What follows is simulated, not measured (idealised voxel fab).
process module | voxel tone inversion
cross-section cut | 220 nm wide | cells 5 nm
A cross-section is a grid of square cells, given in bands from the top down. A band is one or more rows of cells.
Each band's line starts with the height of the band's top and of its bottom, in nm. Then come its materials from left to right, each with its width in nm. One material with "throughout" fills the band from edge to edge. "air" is empty space.
Height 0 is the level under which the wafer as received is all one material. The lowest band goes on downwards, as in "0 down".
A width such as "30 to 40" changes by the same amount from each row of cells to the next, from the band's top row to its bottom row.
"no change" after a step means that no cell of the cross-section changed.
closed voids: empty space of 8 cells or more with no open way to the top, each as width x height at its distance from the left edge, in nm
after a step's settings: what the simulator itself notes on the step
overlay nm, on a step with a mask: how far to the right of its planned place the mask lay; to the left if negative
plan
1 op RECEIVE | material Si
2 op CONFORMAL_DEP | material SiCN | thk nm 10
3 op DIRECTIONAL_DEP | material aC | thk nm 15
4 op PATTERN | tone cover | mask id POSTS | material resist | width nm 25 | pitch nm 55 | thk nm 25 | overlay nm -15
5 op DIRECTIONAL_ETCH | etch materials aC | depth nm 15
6 op STRIP | etch materials resist
7 op FILL_DEP | material lowk | thk nm 5
8 op CMP | height nm 25
9 op STRIP | etch materials aC
10 op CONFORMAL_DEP | material TiN | thk nm 5
11 op FILL_DEP | material Ru | thk nm 10
12 op CMP | height nm 25
13 op CONFORMAL_DEP | material SiN | thk nm 5
varied across the wafers: overlay nm of step 4. The plan shows the first wafer's value. All wafers start alike
first wafer as received, after step 1
  0 down: Si throughout
  closed voids: none
first wafer at the end, after step 13
  30 to 25: SiN throughout
  25 to 15: lowk 25 | TiN 5 | Ru 15 | TiN 5 | lowk 30 | TiN 5 | Ru 15 | TiN 5 | lowk 30 | TiN 5 | Ru 15 | TiN 5 | lowk 60
  15 to 10: lowk 25 | TiN 25 | lowk 30 | TiN 25 | lowk 30 | TiN 25 | lowk 60
  10 to 0: SiCN throughout
  0 down: Si throughout
  closed voids: none
last wafer at the end
  30 to 25: SiN throughout
  25 to 15: lowk 55 | TiN 5 | Ru 15 | TiN 5 | lowk 30 | TiN 5 | Ru 15 | TiN 5 | lowk 30 | TiN 5 | Ru 15 | TiN 5 | lowk 30
  15 to 10: lowk 55 | TiN 25 | lowk 30 | TiN 25 | lowk 30 | TiN 25 | lowk 30
  10 to 0: SiCN throughout
  0 down: Si throughout
  closed voids: none
each wafer at the end: cells of each material gained (+) or lost (-) since it was received, then its closed voids
overlay nm -15 | +18 Ru | +88 SiCN | +44 SiN | +27 TiN | +87 lowk | closed voids: none
overlay nm -10 | +18 Ru | +88 SiCN | +44 SiN | +27 TiN | +87 lowk | closed voids: none
overlay nm -5 | +18 Ru | +88 SiCN | +44 SiN | +27 TiN | +87 lowk | closed voids: none
overlay nm 0 | +18 Ru | +88 SiCN | +44 SiN | +27 TiN | +87 lowk | closed voids: none
overlay nm 5 | +18 Ru | +88 SiCN | +44 SiN | +27 TiN | +87 lowk | closed voids: none
overlay nm 10 | +18 Ru | +88 SiCN | +44 SiN | +27 TiN | +87 lowk | closed voids: none
overlay nm 15 | +18 Ru | +88 SiCN | +44 SiN | +27 TiN | +87 lowk | closed voids: none
